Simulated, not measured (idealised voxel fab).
Title: Process Module voxel trench capacitor
It is cross-section cut that appears here, measuring 245 nm in width, its square cells being 5 nm in size.
A cross-section is a grid of square cells, given in bands from the top down. A band is one or more rows of cells.
Quick guide to a band line: top height, bottom height (nm) up front; then every material left to right with its width in nm. Only one material and it's marked "edge to edge"? Then it fills the band edge to edge. And "air" just means empty space.
The reference from which all heights are counted is 0, the level beneath which the as-received wafer is entirely one material; the lowest band, having no lower bound, proceeds downward and is written after the example "0 and below".
Quick explanation for "30->40": the width changes in equal steps down the rows of cells, from the first number in the band's top row to the second number in its bottom row.
The designation "nothing changed", where it is given for a processing step, indicates that no cell of the cross-section was altered in the course of that step.
Entry "Closed voids list" = empty spaces >= 8 cells with no open way to the top; each as width x height at distance, distance from left edge, all nm.
Whatever follows a step's settings on its line is a remark the simulator itself makes about that step.
overlay nm: on a step with a mask, how far right of its planned place the mask lay; negative means left.

The steps planned for the process are as follows:
step 1: RECEIVE | material Si
step 2: CONFORMAL_DEP | material SiN | thk nm 5
step 3: PATTERN | tone open | mask id TRENCH | material resist | width nm 25 | pitch nm 45 | thk nm 20 | overlay nm 0
step 4: DIRECTIONAL_ETCH | etch materials SiN | depth nm 5
step 5: DIRECTIONAL_ETCH | etch materials Si | depth nm 35
step 6: STRIP | etch materials resist
step 7: CONFORMAL_DEP | material HfO2 | thk nm 5
step 8: CONFORMAL_DEP | material TiN | thk nm 5
step 9: FILL_DEP | material W | thk nm 5
step 10: CMP | height nm 5

Cross-section, incoming material, after step 1:
- 0 and below | Si edge to edge
- Closed voids list: none

Cross-section taken at module completion on the first of two wafers; processed per the plan:
- 5 down to 0 | SiN=65 / HfO2=5 / TiN=5 / W=5 / TiN=5 / HfO2=5 / SiN=20 / HfO2=5 / TiN=5 / W=5 / TiN=5 / HfO2=5 / SiN=20 / HfO2=5 / TiN=5 / W=5 / TiN=5 / HfO2=5 / SiN=65
- 0 down to -25 | Si=65 / HfO2=5 / TiN=5 / W=5 / TiN=5 / HfO2=5 / Si=20 / HfO2=5 / TiN=5 / W=5 / TiN=5 / HfO2=5 / Si=20 / HfO2=5 / TiN=5 / W=5 / TiN=5 / HfO2=5 / Si=65
- -25 down to -30 | Si=65 / HfO2=5 / TiN=15 / HfO2=5 / Si=20 / HfO2=5 / TiN=15 / HfO2=5 / Si=20 / HfO2=5 / TiN=15 / HfO2=5 / Si=65
- -30 down to -35 | Si=65 / HfO2=25 / Si=20 / HfO2=25 / Si=20 / HfO2=25 / Si=65
- -35 and below | Si edge to edge
- Closed voids list: none

Module end: cross-section of wafer two of two. Same start and process plan as the first wafer. One mistake during execution:
- 5 down to 0 | TiN edge to edge
- 0 and below | Si edge to edge
- Closed voids list: none
Finding, execution versus plan: step 2 was run on a setting that differed from the plan, and what really ran there is CONFORMAL_DEP | material TiN | thk nm 5
The final cell counts differ between the wafers, with the second having more or fewer of some materials than the first: -57 HfO2; +105 Si; -34 SiN; +4 TiN; -18 W
